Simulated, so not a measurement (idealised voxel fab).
The name of this process module is voxel trench capacitor.
For reference, the cross-section in this document is cut, with width 260 nm and square cells of 5 nm.
For the purposes of this document, a cross-section shall be understood as a grid of square cells, specified as bands listed in top-to-bottom order, each band consisting of one or more rows of cells. Quick guide to a band line: top height, bottom height (nm) up front; then every material left to right with its width in nm. Only one material and it's marked "throughout"? Then it fills the band edge to edge. And "blank" just means empty space. All heights in this document are referenced to 0, defined as the level beneath which the wafer, as received, consists entirely of one material. The lowest band is not bounded below; it extends indefinitely downward and is written in the form "top 0, no bottom". Width spec "30..40" -> top row of cells at first value, bottom row at second value, equal per-row change in between. "no modification" -> step changed no cross-section cell. "Unvented internal voids" enumerates empty spaces isolated from the top, with no open way to it, that contain at least 8 cells, giving each as width x height at distance from the left edge, all three in nm. Heads up: the bit after the settings on a step's line is the simulator's remark on that step. For masked steps, "overlay nm" on the step line gives how far right of plan the mask actually lay; a minus sign means it lay to the left.
-- Process steps foreseen in the plan
1 RECEIVE with material Si
2 CONFORMAL_DEP with material SiN, thk nm 5
3 DIRECTIONAL_DEP with material aC, thk nm 15
4 PATTERN with tone open, mask id TRENCH, material resist, width nm 25, pitch nm 45, thk nm 30, overlay nm 0
5 DIRECTIONAL_ETCH with etch materials aC, depth nm 15
6 STRIP with etch materials resist
7 DIRECTIONAL_ETCH with etch materials SiN, depth nm 5
8 DIRECTIONAL_ETCH with etch materials Si, depth nm 35
9 STRIP with etch materials aC
10 CONFORMAL_DEP with material Al2O3, thk nm 5
11 FILL_DEP with material polySi, thk nm 10
12 CMP with height nm 5
-- Cross-section of the wafer at receipt, which is the condition after step 1
* top 0, no bottom | Si throughout
* Unvented internal voids: none
-- First of two wafers: cross-section at end of module, run per plan
* top 5, bottom 0 | SiN=70, then Al2O3=5, then polySi=15, then Al2O3=5, then SiN=20, then Al2O3=5, then polySi=15, then Al2O3=5, then SiN=20, then Al2O3=5, then polySi=15, then Al2O3=5, then SiN=75
* top 0, bottom -30 | Si=70, then Al2O3=5, then polySi=15, then Al2O3=5, then Si=20, then Al2O3=5, then polySi=15, then Al2O3=5, then Si=20, then Al2O3=5, then polySi=15, then Al2O3=5, then Si=75
* top -30, bottom -35 | Si=70, then Al2O3=25, then Si=20, then Al2O3=25, then Si=20, then Al2O3=25, then Si=75
* top -35, no bottom | Si throughout
* Unvented internal voids: none
-- Presented here is a cross-section of the second of the two wafers as it stood at the end of the module. It was started in the same manner and assigned the same plan as the first wafer; however, one mistake was made in its execution
* top 20, bottom 10 | polySi throughout
* top 10, bottom 5 | Al2O3=75, then polySi=15, then Al2O3=30, then polySi=15, then Al2O3=30, then polySi=15, then Al2O3=80
* top 5, bottom 0 | SiN=70, then Al2O3=5, then polySi=15, then Al2O3=5, then SiN=20, then Al2O3=5, then polySi=15, then Al2O3=5, then SiN=20, then Al2O3=5, then polySi=15, then Al2O3=5, then SiN=75
* top 0, bottom -30 | Si=70, then Al2O3=5, then polySi=15, then Al2O3=5, then Si=20, then Al2O3=5, then polySi=15, then Al2O3=5, then Si=20, then Al2O3=5, then polySi=15, then Al2O3=5, then Si=75
* top -30, bottom -35 | Si=70, then Al2O3=25, then Si=20, then Al2O3=25, then Si=20, then Al2O3=25, then Si=75
* top -35, no bottom | Si throughout
* Unvented internal voids: none
Which mistake was made when the wafer was run? step 12 from the plan never happened, it was just skipped
In the final state, the cell counts of the second wafer exceed or fall short of those of the first for the following materials: 43 more of Al2O3 | 113 more of polySi
